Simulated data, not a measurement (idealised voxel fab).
The document below concerns the process module designated voxel spacer lines.
For reference, the cross-section in this document is cut, with width 235 nm and square cells of 5 nm.
Square cells in a grid make up a cross-section in this document, and the grid is given as bands, listed from the top down, each one or more rows of cells. The band entry comprises the height of the band's top followed by the height of its bottom, expressed in nm, and subsequently the band's materials from left to right, each stated together with its width in nm. Where a single material is marked with the word "throughout", that material fills the band from edge to edge. The word "air" represents empty space. Height datum 0, below which the as-received substrate wafer is one material. Lowest band open at the bottom, running downward: "z 0 and below". A width such as "30..40" changes by the same amount from each row of cells to the next, from the band's top row to its bottom row. Reading "left unchanged" for a step: not a cell of the cross-section changed in it. "Sealed internal cavities" means: voids of 8 cells or more that are shut off from the top with no open way through. Written width x height at distance, distance from the left edge, in nm. What comes after the settings on a step's line is commentary from the simulator itself on that step. overlay nm: mask right of planned place by this much (step with mask). Neg. = left.
Process steps (planned)
1 RECEIVE [material Si]
2 CONFORMAL_DEP [material Al2O3] [thk nm 5]
3 DIRECTIONAL_DEP [material W] [thk nm 20]
4 DIRECTIONAL_DEP [material polySi] [thk nm 30]
5 PATTERN [tone cover] [mask id MANDREL] [material resist] [width nm 15] [pitch nm 60] [thk nm 35] [overlay nm 0]
6 DIRECTIONAL_ETCH [etch materials polySi] [depth nm 30]
7 STRIP [etch materials resist]
8 CONFORMAL_DEP [material SiO2] [thk nm 10]
9 DIRECTIONAL_ETCH [etch materials SiO2] [depth nm 10]
10 STRIP [etch materials polySi]
11 DIRECTIONAL_ETCH [etch materials W] [depth nm 20]
12 STRIP [etch materials SiO2]
13 FILL_DEP [material SiO2] [thk nm 5]
14 CMP [height nm 25]
Keep in mind the plan's value for the width nm of step 5 comes from the first wafer; the wafers don't share that setting, but they do share the same starting point.
After step 1, as received: first of several wafers, cross-section
z 0 and below: Si throughout
Sealed internal cavities: none
End of the module, past its last step, step 14: how the first of several wafers looks in cross-section
z 25 to 5: 70 SiO2  10 W  15 SiO2  10 W  25 SiO2  10 W  15 SiO2  10 W  70 SiO2
z 5 to 0: Al2O3 throughout
z 0 and below: Si throughout
Sealed internal cavities: none
The final wafer, sectioned at module end
z 25 to 5: 60 SiO2  10 W  35 SiO2  10 W  5 SiO2  10 W  35 SiO2  10 W  60 SiO2
z 5 to 0: Al2O3 throughout
z 0 and below: Si throughout
Sealed internal cavities: none
Per-wafer rows below. For each material: cells gained (+) or lost (-) since the wafer was received, as of end of module. Then: closed voids
width nm 15, +47 Al2O3, +156 SiO2, +32 W, Sealed internal cavities: none
width nm 20, +47 Al2O3, +156 SiO2, +32 W, Sealed internal cavities: none
width nm 25, +47 Al2O3, +156 SiO2, +32 W, Sealed internal cavities: none
width nm 30, +47 Al2O3, +156 SiO2, +32 W, Sealed internal cavities: none
width nm 35, +47 Al2O3, +156 SiO2, +32 W, Sealed internal cavities: none
